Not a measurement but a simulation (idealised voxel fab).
This is a process module. Its name is voxel transistor to metal.
Cross-section cut: width 145 nm, square cells of 5 nm.
Cross-section layout: square cells on a grid; listed as bands, top to bottom; a band spans one or more cell rows. Read a band's entry like this: the first values are the height of its top and the height of its bottom in nm, and what follows is the sequence of materials from left to right, each with its width in nm. Note that "empty" is empty space, and that a single material marked "all across" reaches across the band from edge to edge. All heights in this document are referenced to 0, defined as the level beneath which the wafer, as received, consists entirely of one material. The lowest band is not bounded below; it extends indefinitely downward and is written in the form "0..down". When a width is written as two numbers, as in "30..40", the first number is the width in the top row of cells of the band and the second is the width in its bottom row, and the width changes by the same amount from each row to the next. When a step is marked "changes: none", none of the cells in the cross-section changed during that step. What "Listed closed voids" gives you is every empty space of 8 cells or more that is cut off from the top. Each appears as width x height at distance, with the distance taken from the left edge and width, height and distance all in nm. Where a step's line continues beyond its settings, the continuation is a remark by the simulator itself on that step. Among the settings permitted on a step's line is "overlay nm"; applied to a step with a mask, it specifies the extent to which the mask lay to the right of its planned position, whereas a negative figure signifies a position to the left.

[List of planned process steps]
1. op RECEIVE | material Si
2. op CONFORMAL_DEP | material SiO2 | thk nm 5
3. op CONFORMAL_DEP | material SiN | thk nm 15
4. op DIRECTIONAL_DEP | material aC | thk nm 10
5. op PATTERN | tone cover | mask id ACTIVE | material resist | width nm 100 | thk nm 25 | overlay nm 0
6. op DIRECTIONAL_ETCH | etch materials aC | depth nm 10
7. op STRIP | etch materials resist
8. op DIRECTIONAL_ETCH | etch materials SiN | depth nm 15
9. op DIRECTIONAL_ETCH | etch materials SiO2 | depth nm 5
10. op DIRECTIONAL_ETCH | etch materials Si | depth nm 20
11. op STRIP | etch materials aC
12. op FILL_DEP | material SiO2 | thk nm 15
13. op CMP | height nm 20
14. op SELECTIVE_ETCH | etch materials SiO2 | depth nm 15
15. op STRIP | etch materials SiN
16. op SELECTIVE_ETCH | etch materials SiO2 | depth nm 5
17. op OXIDIZE | depth nm 5
18. op DIRECTIONAL_DEP | material polySi | thk nm 25
19. op DIRECTIONAL_DEP | material SiCN | thk nm 10
20. op MASKED_ETCH | tone cover | mask id GATE | width nm 20 | etch materials SiCN | depth nm 20 | overlay nm 0
21. op MASKED_ETCH | tone cover | mask id GATE | width nm 20 | etch materials polySi | depth nm 35 | overlay nm 0
22. op CONFORMAL_DEP | material SiO2 | thk nm 5
23. op DIRECTIONAL_ETCH | etch materials SiO2 | depth nm 5
24. op CONFORMAL_DEP | material SiN | thk nm 10
25. op DIRECTIONAL_ETCH | etch materials SiN | depth nm 10
26. op DIRECTIONAL_ETCH | etch materials SiO2 | depth nm 5
27. op DIRECTIONAL_ETCH | etch materials Si | depth nm 5
28. op EPI | material pSi | thk nm 10
29. op FILL_DEP | material SiO2 | thk nm 10
30. op CMP | height nm 35
31. op DIRECTIONAL_DEP | material SiO2 | thk nm 15
32. op MASKED_ETCH | tone open | mask id CONTACT | width nm 20 | pitch nm 70 | etch materials SiO2 | depth nm 50 | overlay nm 0
33. op CONFORMAL_DEP | material TiN | thk nm 5
34. op FILL_DEP | material W | thk nm 10
35. op CMP | height nm 50
36. op CONFORMAL_DEP | material SiN | thk nm 5
37. op DIRECTIONAL_DEP | material lowk | thk nm 15
38. op MASKED_ETCH | tone open | mask id METAL_1 | width nm 20 | pitch nm 70 | etch materials lowk | depth nm 15 | overlay nm 0
39. op MASKED_ETCH | tone open | mask id METAL_1 | width nm 20 | pitch nm 70 | etch materials SiN | depth nm 5 | overlay nm 0
40. op CONFORMAL_DEP | material TiN | thk nm 5
41. op FILL_DEP | material Cu | thk nm 10
42. op CMP | height nm 70
43. op CONFORMAL_DEP | material SiCN | thk nm 5
44. op DIRECTIONAL_DEP | material lowk | thk nm 30
45. op DIRECTIONAL_DEP | material aC | thk nm 10
46. op PATTERN | tone open | mask id METAL_2 | material resist | width nm 20 | pitch nm 70 | thk nm 30 | overlay nm 0
47. op DIRECTIONAL_ETCH | etch materials aC | depth nm 10
48. op STRIP | etch materials resist
49. op DIRECTIONAL_ETCH | etch materials lowk | depth nm 15
50. op STRIP | etch materials aC
51. op DIRECTIONAL_DEP | material aC | thk nm 10
52. op PATTERN | tone open | mask id METAL_2_HOLES | material resist | width nm 15 | pitch nm 70 | thk nm 30 | overlay nm 0
53. op DIRECTIONAL_ETCH | etch materials aC | depth nm 10
54. op STRIP | etch materials resist
55. op DIRECTIONAL_ETCH | etch materials lowk | depth nm 15
56. op DIRECTIONAL_ETCH | etch materials SiCN | depth nm 5
57. op STRIP | etch materials aC
58. op CONFORMAL_DEP | material TiN | thk nm 5
59. op FILL_DEP | material Ru | thk nm 10
60. op CMP | height nm 105
61. op CONFORMAL_DEP | material SiCN | thk nm 5

[On the first of the two wafers: run conducted according to plan]

[So this is the incoming wafer in cross-section - it's already been through step 1]
0..down  Si all across
Listed closed voids: none

[Cross-sectional representation of the wafer at the conclusion of step 2]
5..0  SiO2 all across
Under 0: no change, same as before.

[Cross-sectional representation of the wafer at the conclusion of step 3]
20..5  SiN all across
Under 5: no change, same as before.

[Cross-sectional representation of the wafer at the conclusion of step 4]
30..20  aC all across
Under 20: no change, same as before.

[Cross-sectional representation of the wafer at the conclusion of step 5]
55..30  20 empty, then 100 resist, then 25 empty
Under 30: no change, same as before.

[Cross-sectional representation of the wafer at the conclusion of step 6]
45..30  20 empty, then 100 resist, then 25 empty
30..20  20 empty, then 100 aC, then 25 empty
Under 20: no change, same as before.

[Cross-sectional representation of the wafer at the conclusion of step 7]
30..20  20 empty, then 100 aC, then 25 empty
Under 20: no change, same as before.

[Cross-sectional representation of the wafer at the conclusion of step 8]
30..20  20 empty, then 100 aC, then 25 empty
20..5  20 empty, then 100 SiN, then 25 empty
Under 5: no change, same as before.

[Cross-sectional representation of the wafer at the conclusion of step 9]
30..20  20 empty, then 100 aC, then 25 empty
20..5  20 empty, then 100 SiN, then 25 empty
5..0  20 empty, then 100 SiO2, then 25 empty
Under 0: no change, same as before.

[Cross-sectional representation of the wafer at the conclusion of step 10]
30..20  20 empty, then 100 aC, then 25 empty
20..5  20 empty, then 100 SiN, then 25 empty
5..0  20 empty, then 100 SiO2, then 25 empty
0..-20  20 empty, then 100 Si, then 25 empty
Under -20: no change, same as before.

[Cross-sectional representation of the wafer at the conclusion of step 11]
20..5  20 empty, then 100 SiN, then 25 empty
Under 5: no change, same as before.

[Cross-sectional representation of the wafer at the conclusion of step 12]
35..20  SiO2 all across
20..5  20 SiO2, then 100 SiN, then 25 SiO2
5..0  SiO2 all across
0..-20  20 SiO2, then 100 Si, then 25 SiO2
Under -20: no change, same as before.

[Cross-sectional representation of the wafer at the conclusion of step 13]
20..5  20 SiO2, then 100 SiN, then 25 SiO2
Under 5: no change, same as before.

[Cross-sectional representation of the wafer at the conclusion of step 14]
20..5  20 empty, then 100 SiN, then 25 empty
Under 5: no change, same as before.

[Cross-sectional representation of the wafer at the conclusion of step 15]
5..0  SiO2 all across
Under 0: no change, same as before.

[Cross-sectional representation of the wafer at the conclusion of step 16]
0..-20  20 SiO2, then 100 Si, then 25 SiO2
Under -20: no change, same as before.

[Cross-sectional representation of the wafer at the conclusion of step 17]
0..-5  SiO2 all across
Under -5: no change, same as before.

[Cross-sectional representation of the wafer at the conclusion of step 18]
25..0  polySi all across
Under 0: no change, same as before.

[Cross-sectional representation of the wafer at the conclusion of step 19]
35..25  SiCN all across
Under 25: no change, same as before.

[Cross-sectional representation of the wafer at the conclusion of step 20]
35..25  60 empty, then 20 SiCN, then 65 empty
Under 25: no change, same as before.

[Cross-sectional representation of the wafer at the conclusion of step 21]
35..25  60 empty, then 20 SiCN, then 65 empty
25..0  60 empty, then 20 polySi, then 65 empty
Under 0: no change, same as before.

[Cross-sectional representation of the wafer at the conclusion of step 22]
40..35  55 empty, then 30 SiO2, then 60 empty
35..25  55 empty, then 5 SiO2, then 20 SiCN, then 5 SiO2, then 60 empty
25..5  55 empty, then 5 SiO2, then 20 polySi, then 5 SiO2, then 60 empty
5..0  60 SiO2, then 20 polySi, then 65 SiO2
Under 0: no change, same as before.

[Cross-sectional representation of the wafer at the conclusion of step 23]
35..25  55 empty, then 5 SiO2, then 20 SiCN, then 5 SiO2, then 60 empty
25..0  55 empty, then 5 SiO2, then 20 polySi, then 5 SiO2, then 60 empty
Under 0: no change, same as before.

[Cross-sectional representation of the wafer at the conclusion of step 24]
45..35  45 empty, then 50 SiN, then 50 empty
35..25  45 empty, then 10 SiN, then 5 SiO2, then 20 SiCN, then 5 SiO2, then 10 SiN, then 50 empty
25..10  45 empty, then 10 SiN, then 5 SiO2, then 20 polySi, then 5 SiO2, then 10 SiN, then 50 empty
10..0  55 SiN, then 5 SiO2, then 20 polySi, then 5 SiO2, then 60 SiN
Under 0: no change, same as before.

[Cross-sectional representation of the wafer at the conclusion of step 25]
35..25  45 empty, then 10 SiN, then 5 SiO2, then 20 SiCN, then 5 SiO2, then 10 SiN, then 50 empty
25..0  45 empty, then 10 SiN, then 5 SiO2, then 20 polySi, then 5 SiO2, then 10 SiN, then 50 empty
Under 0: no change, same as before.

[Cross-sectional representation of the wafer at the conclusion of step 26]
35..30  45 empty, then 10 SiN, then 5 empty, then 20 SiCN, then 5 empty, then 10 SiN, then 50 empty
30..25  45 empty, then 10 SiN, then 5 SiO2, then 20 SiCN, then 5 SiO2, then 10 SiN, then 50 empty
25..0  45 empty, then 10 SiN, then 5 SiO2, then 20 polySi, then 5 SiO2, then 10 SiN, then 50 empty
0..-5  45 empty, then 50 SiO2, then 50 empty
Under -5: no change, same as before.

[Cross-sectional representation of the wafer at the conclusion of step 27]
35..30  45 empty, then 10 SiN, then 5 empty, then 20 SiCN, then 5 empty, then 10 SiN, then 50 empty
30..25  45 empty, then 10 SiN, then 5 SiO2, then 20 SiCN, then 5 SiO2, then 10 SiN, then 50 empty
25..0  45 empty, then 10 SiN, then 5 SiO2, then 20 polySi, then 5 SiO2, then 10 SiN, then 50 empty
0..-5  45 empty, then 50 SiO2, then 50 empty
-5..-10  20 SiO2, then 25 empty, then 50 Si, then 25 empty, then 25 SiO2
Under -10: no change, same as before.

[Cross-sectional representation of the wafer at the conclusion of step 28]
35..30  45 empty, then 10 SiN, then 5 empty, then 20 SiCN, then 5 empty, then 10 SiN, then 50 empty
30..25  45 empty, then 10 SiN, then 5 SiO2, then 20 SiCN, then 5 SiO2, then 10 SiN, then 50 empty
25..5  45 empty, then 10 SiN, then 5 SiO2, then 20 polySi, then 5 SiO2, then 10 SiN, then 50 empty
5..0  35 empty, then 10 pSi, then 10 SiN, then 5 SiO2, then 20 polySi, then 5 SiO2, then 10 SiN, then 10 pSi, then 40 empty
0..-5  15 empty, then 30 pSi, then 50 SiO2, then 30 pSi, then 20 empty
-5..-10  20 SiO2, then 25 pSi, then 50 Si, then 25 pSi, then 25 SiO2
Under -10: no change, same as before.

[Cross-sectional representation of the wafer at the conclusion of step 29]
45..35  SiO2 all across
35..25  45 SiO2, then 10 SiN, then 5 SiO2, then 20 SiCN, then 5 SiO2, then 10 SiN, then 50 SiO2
25..5  45 SiO2, then 10 SiN, then 5 SiO2, then 20 polySi, then 5 SiO2, then 10 SiN, then 50 SiO2
5..0  35 SiO2, then 10 pSi, then 10 SiN, then 5 SiO2, then 20 polySi, then 5 SiO2, then 10 SiN, then 10 pSi, then 40 SiO2
0..-5  15 SiO2, then 30 pSi, then 50 SiO2, then 30 pSi, then 20 SiO2
Under -5: no change, same as before.

[Cross-sectional representation of the wafer at the conclusion of step 30]
35..25  45 SiO2, then 10 SiN, then 5 SiO2, then 20 SiCN, then 5 SiO2, then 10 SiN, then 50 SiO2
Under 25: no change, same as before.

[Cross-sectional representation of the wafer at the conclusion of step 31]
50..35  SiO2 all across
Under 35: no change, same as before.

[Cross-sectional representation of the wafer at the conclusion of step 32]
50..35  25 SiO2, then 20 empty, then 50 SiO2, then 20 empty, then 30 SiO2
35..25  25 SiO2, then 20 empty, then 10 SiN, then 5 SiO2, then 20 SiCN, then 5 SiO2, then 10 SiN, then 20 empty, then 30 SiO2
25..5  25 SiO2, then 20 empty, then 10 SiN, then 5 SiO2, then 20 polySi, then 5 SiO2, then 10 SiN, then 20 empty, then 30 SiO2
5..0  25 SiO2, then 10 empty, then 10 pSi, then 10 SiN, then 5 SiO2, then 20 polySi, then 5 SiO2, then 10 SiN, then 10 pSi, then 10 empty, then 30 SiO2
Under 0: no change, same as before.

[Cross-sectional representation of the wafer at the conclusion of step 33]
55..50  30 TiN, then 10 empty, then 60 TiN, then 10 empty, then 35 TiN
50..35  25 SiO2, then 5 TiN, then 10 empty, then 5 TiN, then 50 SiO2, then 5 TiN, then 10 empty, then 5 TiN, then 30 SiO2
35..25  25 SiO2, then 5 TiN, then 10 empty, then 5 TiN, then 10 SiN, then 5 SiO2, then 20 SiCN, then 5 SiO2, then 10 SiN, then 5 TiN, then 10 empty, then 5 TiN, then 30 SiO2
25..10  25 SiO2, then 5 TiN, then 10 empty, then 5 TiN, then 10 SiN, then 5 SiO2, then 20 polySi, then 5 SiO2, then 10 SiN, then 5 TiN, then 10 empty, then 5 TiN, then 30 SiO2
10..5  25 SiO2, then 20 TiN, then 10 SiN, then 5 SiO2, then 20 polySi, then 5 SiO2, then 10 SiN, then 20 TiN, then 30 SiO2
5..0  25 SiO2, then 10 TiN, then 10 pSi, then 10 SiN, then 5 SiO2, then 20 polySi, then 5 SiO2, then 10 SiN, then 10 pSi, then 10 TiN, then 30 SiO2
Under 0: no change, same as before.

[Cross-sectional representation of the wafer at the conclusion of step 34]
65..55  W all across
55..50  30 TiN, then 10 W, then 60 TiN, then 10 W, then 35 TiN
50..35  25 SiO2, then 5 TiN, then 10 W, then 5 TiN, then 50 SiO2, then 5 TiN, then 10 W, then 5 TiN, then 30 SiO2
35..25  25 SiO2, then 5 TiN, then 10 W, then 5 TiN, then 10 SiN, then 5 SiO2, then 20 SiCN, then 5 SiO2, then 10 SiN, then 5 TiN, then 10 W, then 5 TiN, then 30 SiO2
25..10  25 SiO2, then 5 TiN, then 10 W, then 5 TiN, then 10 SiN, then 5 SiO2, then 20 polySi, then 5 SiO2, then 10 SiN, then 5 TiN, then 10 W, then 5 TiN, then 30 SiO2
Under 10: no change, same as before.

[Cross-sectional representation of the wafer at the conclusion of step 35]
50..35  25 SiO2, then 5 TiN, then 10 W, then 5 TiN, then 50 SiO2, then 5 TiN, then 10 W, then 5 TiN, then 30 SiO2
Under 35: no change, same as before.

[Cross-sectional representation of the wafer at the conclusion of step 36]
55..50  SiN all across
Under 50: no change, same as before.

[Cross-sectional representation of the wafer at the conclusion of step 37]
70..55  lowk all across
Under 55: no change, same as before.

[Cross-sectional representation of the wafer at the conclusion of step 38]
70..55  25 lowk, then 20 empty, then 50 lowk, then 20 empty, then 30 lowk
Under 55: no change, same as before.

[Cross-sectional representation of the wafer at the conclusion of step 39]
70..55  25 lowk, then 20 empty, then 50 lowk, then 20 empty, then 30 lowk
55..50  25 SiN, then 20 empty, then 50 SiN, then 20 empty, then 30 SiN
Under 50: no change, same as before.

[Cross-sectional representation of the wafer at the conclusion of step 40]
75..70  30 TiN, then 10 empty, then 60 TiN, then 10 empty, then 35 TiN
70..55  25 lowk, then 5 TiN, then 10 empty, then 5 TiN, then 50 lowk, then 5 TiN, then 10 empty, then 5 TiN, then 30 lowk
55..50  25 SiN, then 20 TiN, then 50 SiN, then 20 TiN, then 30 SiN
Under 50: no change, same as before.

[Cross-sectional representation of the wafer at the conclusion of step 41]
85..75  Cu all across
75..70  30 TiN, then 10 Cu, then 60 TiN, then 10 Cu, then 35 TiN
70..55  25 lowk, then 5 TiN, then 10 Cu, then 5 TiN, then 50 lowk, then 5 TiN, then 10 Cu, then 5 TiN, then 30 lowk
Under 55: no change, same as before.

[Cross-sectional representation of the wafer at the conclusion of step 42]
70..55  25 lowk, then 5 TiN, then 10 Cu, then 5 TiN, then 50 lowk, then 5 TiN, then 10 Cu, then 5 TiN, then 30 lowk
Under 55: no change, same as before.

[Cross-sectional representation of the wafer at the conclusion of step 43]
75..70  SiCN all across
Under 70: no change, same as before.

[Cross-sectional representation of the wafer at the conclusion of step 44]
105..75  lowk all across
Under 75: no change, same as before.

[Cross-sectional representation of the wafer at the conclusion of step 45]
115..105  aC all across
Under 105: no change, same as before.

[Cross-sectional representation of the wafer at the conclusion of step 46]
145..115  25 resist, then 20 empty, then 50 resist, then 20 empty, then 30 resist
Under 115: no change, same as before.

[Cross-sectional representation of the wafer at the conclusion of step 47]
135..115  25 resist, then 20 empty, then 50 resist, then 20 empty, then 30 resist
115..105  25 aC, then 20 empty, then 50 aC, then 20 empty, then 30 aC
Under 105: no change, same as before.

[Cross-sectional representation of the wafer at the conclusion of step 48]
115..105  25 aC, then 20 empty, then 50 aC, then 20 empty, then 30 aC
Under 105: no change, same as before.

[Cross-sectional representation of the wafer at the conclusion of step 49]
115..105  25 aC, then 20 empty, then 50 aC, then 20 empty, then 30 aC
105..90  25 lowk, then 20 empty, then 50 lowk, then 20 empty, then 30 lowk
Under 90: no change, same as before.

[Cross-sectional representation of the wafer at the conclusion of step 50]
105..90  25 lowk, then 20 empty, then 50 lowk, then 20 empty, then 30 lowk
Under 90: no change, same as before.

[Cross-sectional representation of the wafer at the conclusion of step 51]
115..105  25 aC, then 20 empty, then 50 aC, then 20 empty, then 30 aC
105..100  25 lowk, then 20 empty, then 50 lowk, then 20 empty, then 30 lowk
100..90  25 lowk, then 20 aC, then 50 lowk, then 20 aC, then 30 lowk
Under 90: no change, same as before.

[Cross-sectional representation of the wafer at the conclusion of step 52]
145..115  25 resist, then 15 empty, then 55 resist, then 15 empty, then 35 resist
115..105  25 aC, then 15 empty, then 5 resist, then 50 aC, then 15 empty, then 5 resist, then 30 aC
105..100  25 lowk, then 15 empty, then 5 resist, then 50 lowk, then 15 empty, then 5 resist, then 30 lowk
Under 100: no change, same as before.

[Cross-sectional representation of the wafer at the conclusion of step 53]
135..115  25 resist, then 15 empty, then 55 resist, then 15 empty, then 35 resist
115..105  25 aC, then 15 empty, then 5 resist, then 50 aC, then 15 empty, then 5 resist, then 30 aC
105..100  25 lowk, then 15 empty, then 5 resist, then 50 lowk, then 15 empty, then 5 resist, then 30 lowk
100..90  25 lowk, then 15 empty, then 5 aC, then 50 lowk, then 15 empty, then 5 aC, then 30 lowk
Under 90: no change, same as before.

[Cross-sectional representation of the wafer at the conclusion of step 54]
115..105  25 aC, then 20 empty, then 50 aC, then 20 empty, then 30 aC
105..100  25 lowk, then 20 empty, then 50 lowk, then 20 empty, then 30 lowk
Under 100: no change, same as before.

[Cross-sectional representation of the wafer at the conclusion of step 55]
115..105  25 aC, then 20 empty, then 50 aC, then 20 empty, then 30 aC
105..100  25 lowk, then 20 empty, then 50 lowk, then 20 empty, then 30 lowk
100..90  25 lowk, then 15 empty, then 5 aC, then 50 lowk, then 15 empty, then 5 aC, then 30 lowk
90..75  25 lowk, then 15 empty, then 55 lowk, then 15 empty, then 35 lowk
Under 75: no change, same as before.

[Cross-sectional representation of the wafer at the conclusion of step 56]
115..105  25 aC, then 20 empty, then 50 aC, then 20 empty, then 30 aC
105..100  25 lowk, then 20 empty, then 50 lowk, then 20 empty, then 30 lowk
100..90  25 lowk, then 15 empty, then 5 aC, then 50 lowk, then 15 empty, then 5 aC, then 30 lowk
90..75  25 lowk, then 15 empty, then 55 lowk, then 15 empty, then 35 lowk
75..70  25 SiCN, then 15 empty, then 55 SiCN, then 15 empty, then 35 SiCN
Under 70: no change, same as before.

[Cross-sectional representation of the wafer at the conclusion of step 57]
105..90  25 lowk, then 20 empty, then 50 lowk, then 20 empty, then 30 lowk
Under 90: no change, same as before.

[Cross-sectional representation of the wafer at the conclusion of step 58]
110..105  30 TiN, then 10 empty, then 60 TiN, then 10 empty, then 35 TiN
105..95  25 lowk, then 5 TiN, then 10 empty, then 5 TiN, then 50 lowk, then 5 TiN, then 10 empty, then 5 TiN, then 30 lowk
95..90  25 lowk, then 5 TiN, then 5 empty, then 10 TiN, then 50 lowk, then 5 TiN, then 5 empty, then 10 TiN, then 30 lowk
90..75  25 lowk, then 5 TiN, then 5 empty, then 5 TiN, then 55 lowk, then 5 TiN, then 5 empty, then 5 TiN, then 35 lowk
75..70  25 SiCN, then 15 TiN, then 55 SiCN, then 15 TiN, then 35 SiCN
Under 70: no change, same as before.

[Cross-sectional representation of the wafer at the conclusion of step 59]
120..110  Ru all across
110..105  30 TiN, then 10 Ru, then 60 TiN, then 10 Ru, then 35 TiN
105..95  25 lowk, then 5 TiN, then 10 Ru, then 5 TiN, then 50 lowk, then 5 TiN, then 10 Ru, then 5 TiN, then 30 lowk
95..90  25 lowk, then 5 TiN, then 5 Ru, then 10 TiN, then 50 lowk, then 5 TiN, then 5 Ru, then 10 TiN, then 30 lowk
90..75  25 lowk, then 5 TiN, then 5 Ru, then 5 TiN, then 55 lowk, then 5 TiN, then 5 Ru, then 5 TiN, then 35 lowk
Under 75: no change, same as before.

[Cross-sectional representation of the wafer at the conclusion of step 60]
105..95  25 lowk, then 5 TiN, then 10 Ru, then 5 TiN, then 50 lowk, then 5 TiN, then 10 Ru, then 5 TiN, then 30 lowk
Under 95: no change, same as before.

[Cross-sectional representation of the wafer at the conclusion of step 61]
110..105  SiCN all across
Under 105: no change, same as before.

[Second wafer, same starting state and plan as the first, one mistake in the run, identical through step 41]

Second wafer, section view, time point: scheduled end of step 42: changes: none

[Second wafer, section view, time point: scheduled end of step 43]
90..85  SiCN all across
Under 85: no change, same as before.

[Second wafer, section view, time point: scheduled end of step 44]
120..90  lowk all across
Under 90: no change, same as before.

[Second wafer, section view, time point: scheduled end of step 45]
130..120  aC all across
Under 120: no change, same as before.

[Second wafer, section view, time point: scheduled end of step 46]
160..130  25 resist, then 20 empty, then 50 resist, then 20 empty, then 30 resist
Under 130: no change, same as before.

[Second wafer, section view, time point: scheduled end of step 47]
150..130  25 resist, then 20 empty, then 50 resist, then 20 empty, then 30 resist
130..120  25 aC, then 20 empty, then 50 aC, then 20 empty, then 30 aC
Under 120: no change, same as before.

[Second wafer, section view, time point: scheduled end of step 48]
130..120  25 aC, then 20 empty, then 50 aC, then 20 empty, then 30 aC
Under 120: no change, same as before.

[Second wafer, section view, time point: scheduled end of step 49]
130..120  25 aC, then 20 empty, then 50 aC, then 20 empty, then 30 aC
120..105  25 lowk, then 20 empty, then 50 lowk, then 20 empty, then 30 lowk
Under 105: no change, same as before.

[Second wafer, section view, time point: scheduled end of step 50]
120..105  25 lowk, then 20 empty, then 50 lowk, then 20 empty, then 30 lowk
Under 105: no change, same as before.

[Second wafer, section view, time point: scheduled end of step 51]
130..120  25 aC, then 20 empty, then 50 aC, then 20 empty, then 30 aC
120..115  25 lowk, then 20 empty, then 50 lowk, then 20 empty, then 30 lowk
115..105  25 lowk, then 20 aC, then 50 lowk, then 20 aC, then 30 lowk
Under 105: no change, same as before.

[Second wafer, section view, time point: scheduled end of step 52]
160..130  25 resist, then 15 empty, then 55 resist, then 15 empty, then 35 resist
130..120  25 aC, then 15 empty, then 5 resist, then 50 aC, then 15 empty, then 5 resist, then 30 aC
120..115  25 lowk, then 15 empty, then 5 resist, then 50 lowk, then 15 empty, then 5 resist, then 30 lowk
Under 115: no change, same as before.

[Second wafer, section view, time point: scheduled end of step 53]
150..130  25 resist, then 15 empty, then 55 resist, then 15 empty, then 35 resist
130..120  25 aC, then 15 empty, then 5 resist, then 50 aC, then 15 empty, then 5 resist, then 30 aC
120..115  25 lowk, then 15 empty, then 5 resist, then 50 lowk, then 15 empty, then 5 resist, then 30 lowk
115..105  25 lowk, then 15 empty, then 5 aC, then 50 lowk, then 15 empty, then 5 aC, then 30 lowk
Under 105: no change, same as before.

[Second wafer, section view, time point: scheduled end of step 54]
130..120  25 aC, then 20 empty, then 50 aC, then 20 empty, then 30 aC
120..115  25 lowk, then 20 empty, then 50 lowk, then 20 empty, then 30 lowk
Under 115: no change, same as before.

[Second wafer, section view, time point: scheduled end of step 55]
130..120  25 aC, then 20 empty, then 50 aC, then 20 empty, then 30 aC
120..115  25 lowk, then 20 empty, then 50 lowk, then 20 empty, then 30 lowk
115..105  25 lowk, then 15 empty, then 5 aC, then 50 lowk, then 15 empty, then 5 aC, then 30 lowk
105..90  25 lowk, then 15 empty, then 55 lowk, then 15 empty, then 35 lowk
Under 90: no change, same as before.

[Second wafer, section view, time point: scheduled end of step 56]
130..120  25 aC, then 20 empty, then 50 aC, then 20 empty, then 30 aC
120..115  25 lowk, then 20 empty, then 50 lowk, then 20 empty, then 30 lowk
115..105  25 lowk, then 15 empty, then 5 aC, then 50 lowk, then 15 empty, then 5 aC, then 30 lowk
105..90  25 lowk, then 15 empty, then 55 lowk, then 15 empty, then 35 lowk
90..85  25 SiCN, then 15 empty, then 55 SiCN, then 15 empty, then 35 SiCN
Under 85: no change, same as before.

[Second wafer, section view, time point: scheduled end of step 57]
120..105  25 lowk, then 20 empty, then 50 lowk, then 20 empty, then 30 lowk
Under 105: no change, same as before.

[Second wafer, section view, time point: scheduled end of step 58]
125..120  30 TiN, then 10 empty, then 60 TiN, then 10 empty, then 35 TiN
120..110  25 lowk, then 5 TiN, then 10 empty, then 5 TiN, then 50 lowk, then 5 TiN, then 10 empty, then 5 TiN, then 30 lowk
110..105  25 lowk, then 5 TiN, then 5 empty, then 10 TiN, then 50 lowk, then 5 TiN, then 5 empty, then 10 TiN, then 30 lowk
105..90  25 lowk, then 5 TiN, then 5 empty, then 5 TiN, then 55 lowk, then 5 TiN, then 5 empty, then 5 TiN, then 35 lowk
90..85  25 SiCN, then 15 TiN, then 55 SiCN, then 15 TiN, then 35 SiCN
Under 85: no change, same as before.

[Second wafer, section view, time point: scheduled end of step 59]
135..125  Ru all across
125..120  30 TiN, then 10 Ru, then 60 TiN, then 10 Ru, then 35 TiN
120..110  25 lowk, then 5 TiN, then 10 Ru, then 5 TiN, then 50 lowk, then 5 TiN, then 10 Ru, then 5 TiN, then 30 lowk
110..105  25 lowk, then 5 TiN, then 5 Ru, then 10 TiN, then 50 lowk, then 5 TiN, then 5 Ru, then 10 TiN, then 30 lowk
105..90  25 lowk, then 5 TiN, then 5 Ru, then 5 TiN, then 55 lowk, then 5 TiN, then 5 Ru, then 5 TiN, then 35 lowk
Under 90: no change, same as before.

[Second wafer, section view, time point: scheduled end of step 60]
105..90  25 lowk, then 5 TiN, then 5 Ru, then 5 TiN, then 55 lowk, then 5 TiN, then 5 Ru, then 5 TiN, then 35 lowk
Under 90: no change, same as before.

[Second wafer, section view, time point: scheduled end of step 61]
110..105  SiCN all across
Under 105: no change, same as before.
Short version of what went wrong: heads up, step 42 of the plan was skipped and never actually ran
The final cell counts differ between the wafers, with the second having more or fewer of some materials than the first: 62 more of Cu | 10 fewer of Ru | 11 more of TiN | 63 fewer of lowk
